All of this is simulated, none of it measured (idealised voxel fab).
process module | voxel wiring stack
It is cross-section cut that appears here, measuring 285 nm in width, its square cells being 5 nm in size.
Heads up, the way a cross-section reads in here is a grid of square cells, handed over as bands from the top down, with every band being one or more rows of cells.
A band entry consists of two parts. The first gives the height of the band's top and the height of its bottom, in nm. The rest lists the band's materials from left to right, each with its width in nm. A single material labelled with the word "full width" fills the band from edge to edge, and the word "air" marks empty space.
Where do heights start? At 0: under that level the wafer as delivered is made of one material only. And the lowest band has no floor; it just carries on downward, as in "0 and below".
A width such as "30->40" changes by the same amount from each row of cells to the next, from the band's top row to its bottom row.
"no change occurred" -> step changed no cross-section cell.
Each empty space that has no open way to the top and spans at least 8 cells appears under "Enclosed internal cavities" as width x height at distance, the distance counted from the left edge, all in nm.
On a step's line, text after the settings is the simulator commenting on that step.
overlay nm: right-of-plan distance of the mask on a masked step; negative values mean left-of-plan.

# Process steps foreseen in the plan
1,RECEIVE [material Si]
2,CONFORMAL_DEP [material SiO2] [thk nm 15]
3,DIRECTIONAL_DEP [material TiN] [thk nm 5]
4,DIRECTIONAL_DEP [material Ru] [thk nm 15]
5,MASKED_ETCH [tone cover] [mask id METAL_1] [width nm 20] [pitch nm 40] [etch materials Ru] [depth nm 15] [overlay nm 0]
6,MASKED_ETCH [tone cover] [mask id METAL_1] [width nm 15] [pitch nm 40] [etch materials TiN] [depth nm 5] [overlay nm 0]
7,CONFORMAL_DEP [material SiN] [thk nm 5]
8,FILL_DEP [material SiO2] [thk nm 5]
9,CMP [height nm 35]
10,CONFORMAL_DEP [material SiCN] [thk nm 5]
11,DIRECTIONAL_DEP [material SiO2] [thk nm 30]
12,MASKED_ETCH [tone open] [mask id METAL_2] [width nm 20] [pitch nm 40] [etch materials SiO2] [depth nm 20] [overlay nm 0]
13,MASKED_ETCH [tone open] [mask id METAL_2_HOLES] [width nm 15] [pitch nm 40] [etch materials SiO2] [depth nm 10] [overlay nm 0]
14,MASKED_ETCH [tone open] [mask id METAL_2_HOLES] [width nm 15] [pitch nm 40] [etch materials SiCN] [depth nm 5] [overlay nm 0]
15,CONFORMAL_DEP [material TiN] [thk nm 5]
16,FILL_DEP [material Ru] [thk nm 10]
17,CMP [height nm 70]
18,CONFORMAL_DEP [material SiCN] [thk nm 5]
Same starting wafers, different width nm at step 6. Plan value belongs to the first wafer.

# First of several wafers, received after step 1, in cross-section
	0 and below | Si full width
	Enclosed internal cavities: none

# Gained (+) or lost (-) cells of each material since receipt, then closed voids: one row per wafer, at the end of the module
width nm 15, +84 Ru, +102 SiCN, +65 SiN, +524 SiO2, +80 TiN, Enclosed internal cavities: none
width nm 20, +84 Ru, +102 SiCN, +65 SiN, +524 SiO2, +80 TiN, Enclosed internal cavities: none
width nm 25, +84 Ru, +102 SiCN, +65 SiN, +520 SiO2, +84 TiN, Enclosed internal cavities: none
